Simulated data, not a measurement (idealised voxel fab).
Process module in this document: voxel gate over fins
cross-section cut | 290 nm wide | cells 5 nm
Each cross-section below is a grid of square cells, stated as bands in top-down order, with one or more rows of cells making up each band.
Heads up on the band format: heights come first, top then bottom, in nm. After that it's the materials left to right, each with its width in nm. A single material flagged "edge to edge" fills the whole band edge to edge, and "air" means there's empty space there.
Note: height 0 marks the level under which the wafer is uniformly one material as received. Lowest band unbounded below, written "from 0 down".
Width "30..40": first value at the band's top row of cells, second value at its bottom row, equal change from row to row.
Reading "remains unaltered" for a step: not a cell of the cross-section changed in it.
So "Tabulated closed voids" is basically the list of trapped voids: any empty space of 8 cells or more that can't reach the top through an opening. They're written width x height at distance, the distance being from the left edge, and it's all nm.
Whatever follows a step's settings on its line is a remark the simulator itself makes about that step.
overlay nm: how far to the right of its planned place the mask lay on this masked step (negative: to the left).
Below is the list of planned process steps
1: RECEIVE with material Si
2: CONFORMAL_DEP with material SiN, thk nm 10
3: MASKED_ETCH with tone cover, mask id FINS, width nm 15, pitch nm 40, etch materials SiN, depth nm 10, overlay nm 0
4: MASKED_ETCH with tone cover, mask id FINS, width nm 15, pitch nm 40, etch materials Si, depth nm 30, overlay nm 0
5: FILL_DEP with material SiO2, thk nm 5
6: CMP with height nm 10
7: SELECTIVE_ETCH with etch materials SiO2, depth nm 25
8: STRIP with etch materials SiN
9: CONFORMAL_DEP with material HfO2, thk nm 5
10: CONFORMAL_DEP with material TiN, thk nm 5
11: CONFORMAL_DEP with material TiAl, thk nm 5
12: CONFORMAL_DEP with material TiN, thk nm 5
13: FILL_DEP with material W, thk nm 10
14: CMP with height nm 25
15: CONFORMAL_DEP with material SiCN, thk nm 10
Shown in cross-section is the wafer as received, that is, as it stands after step 1
* from 0 down = Si edge to edge
* Tabulated closed voids: none
Run as planned - first of the two wafers cross-sectioned at the end of the module
* from 35 to 25 = SiCN edge to edge
* from 25 to 20 = W edge to edge
* from 20 to 15 = W 95; TiN 95; W 100
* from 15 to 10 = W 95; TiN 5; TiAl 85; TiN 5; W 100
* from 10 to 5 = W 95; TiN 5; TiAl 5; TiN 35; TiAl 5; TiN 35; TiAl 5; TiN 5; W 100
* from 5 to 0 = TiN 100; TiAl 5; TiN 5; HfO2 25; TiN 5; TiAl 5; TiN 5; HfO2 25; TiN 5; TiAl 5; TiN 105
* from 0 to -5 = TiAl 105; TiN 5; HfO2 5; Si 15; HfO2 5; TiN 5; TiAl 5; TiN 5; HfO2 5; Si 15; HfO2 5; TiN 5; TiAl 110
* from -5 to -10 = TiN 110; HfO2 5; Si 15; HfO2 5; TiN 15; HfO2 5; Si 15; HfO2 5; TiN 115
* from -10 to -15 = HfO2 115; Si 15; HfO2 25; Si 15; HfO2 120
* from -15 to -30 = SiO2 115; Si 15; SiO2 25; Si 15; SiO2 120
* from -30 down = Si edge to edge
* Tabulated closed voids: none
Second wafer at the end: like start, like plan, one mistake
* from 35 to 25 = SiCN edge to edge
* from 25 to 20 = W edge to edge
* from 20 to 15 = W 95; TiN 95; W 100
* from 15 to 10 = W 95; TiN 5; TiAl 85; TiN 5; W 100
* from 10 to 5 = W 95; TiN 5; TiAl 5; TiN 35; TiAl 5; TiN 35; TiAl 5; TiN 5; W 100
* from 5 to 0 = TiN 100; TiAl 5; TiN 5; HfO2 25; TiN 5; TiAl 5; TiN 5; HfO2 25; TiN 5; TiAl 5; TiN 105
* from 0 to -5 = TiAl 105; TiN 5; HfO2 5; Si 15; HfO2 5; TiN 5; TiAl 5; TiN 5; HfO2 5; Si 15; HfO2 5; TiN 5; TiAl 110
* from -5 to -10 = TiN 110; HfO2 5; Si 15; HfO2 5; TiN 15; HfO2 5; Si 15; HfO2 5; TiN 115
* from -10 to -15 = HfO2 115; Si 15; HfO2 25; Si 15; HfO2 120
* from -15 to -60 = SiO2 115; Si 15; SiO2 25; Si 15; SiO2 120
* from -60 down = Si edge to edge
* Tabulated closed voids: none
Short version of what went wrong: yeah, plan step 4 got run twice
The closing comparison, in cells, has the second wafer with more or fewer of some materials than the first: -312 Si, +312 SiO2
